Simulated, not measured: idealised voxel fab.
Name of the process module below: voxel gate over fins
Cross-section cut: width 290 nm, square cells of 5 nm.
Cross-section layout: square cells on a grid; listed as bands, top to bottom; a band spans one or more cell rows. What a band's entry tells you: where the top is and where the bottom is, as heights in nm, and after that what lies inside, material by material from left to right, each with its width in nm. Empty space is written as the word "blank", and a single material marked with the word "all across" occupies the band from edge to edge. Heads up on the height convention: 0 is the point under which the incoming wafer is all one material, and the lowest band has no bottom, it just keeps going down, like "0 down". Width "30 to 40": first value at the band's top row of cells, second value at its bottom row, equal change from row to row. Where the words "stayed the same" appear for a step, the cross-section shows no cell changed by that step; every cell remained as before. Entrapped voids: empty space of 8 cells or more with no open way to the top, each as width x height at its distance from the left edge, in nm. Where a step's line continues beyond its settings, the continuation is a remark by the simulator itself on that step. A step's line can hold "overlay nm"; with a mask on that step, the setting says how far right of the planned place the mask lay, while a negative setting says it lay to the left.

PROCESS STEPS - PLAN
1,op RECEIVE | material Si
2,op CONFORMAL_DEP | material SiN | thk nm 5
3,op PATTERN | tone cover | mask id FINS | material resist | width nm 15 | pitch nm 45 | thk nm 15 | overlay nm 0
4,op DIRECTIONAL_ETCH | etch materials SiN | depth nm 5
5,op DIRECTIONAL_ETCH | etch materials Si | depth nm 30
6,op STRIP | etch materials resist
7,op OXIDIZE | depth nm 5
8,op FILL_DEP | material SiO2 | thk nm 5
9,op CMP | height nm 5
10,op SELECTIVE_ETCH | etch materials SiO2 | depth nm 15
11,op STRIP | etch materials SiN
12,op CONFORMAL_DEP | material HfO2 | thk nm 5
13,op CONFORMAL_DEP | material TiN | thk nm 5
14,op FILL_DEP | material W | thk nm 15
15,op CMP | height nm 20
16,op CONFORMAL_DEP | material SiCN | thk nm 10

HERE'S WHAT THE WAFER LOOKED LIKE IN CROSS-SECTION WHEN IT ARRIVED - THAT'S AFTER STEP 1
	0 down | Si all across
	Entrapped voids: none

CROSS-SECTIONAL RESULT AFTER MODULE COMPLETION. NOTE: STARTING CONDITION AND PLAN ARE UNCHANGED FROM ABOVE; ONE PROCESSING MISTAKE WAS MADE
	30 to 20 | SiCN all across
	20 to 10 | W all across
	10 to 5 | 85 W, 25 HfO2, 20 W, 25 HfO2, 20 W, 25 HfO2, 90 W
	5 to 0 | 85 W, 5 HfO2, 15 TiN, 5 HfO2, 20 W, 5 HfO2, 15 TiN, 5 HfO2, 20 W, 5 HfO2, 15 TiN, 5 HfO2, 90 W
	0 to -5 | 90 HfO2, 5 TiN, 5 Si, 5 TiN, 30 HfO2, 5 TiN, 5 Si, 5 TiN, 30 HfO2, 5 TiN, 5 Si, 5 TiN, 95 HfO2
	-5 to -10 | 95 TiN, 5 Si, 40 TiN, 5 Si, 40 TiN, 5 Si, 100 TiN
	-10 to -35 | 95 SiO2, 5 Si, 40 SiO2, 5 Si, 40 SiO2, 5 Si, 100 SiO2
	-35 down | Si all across
	Entrapped voids: none
What went wrong in running the wafer? plan vs actual: 12 and 13 interchanged
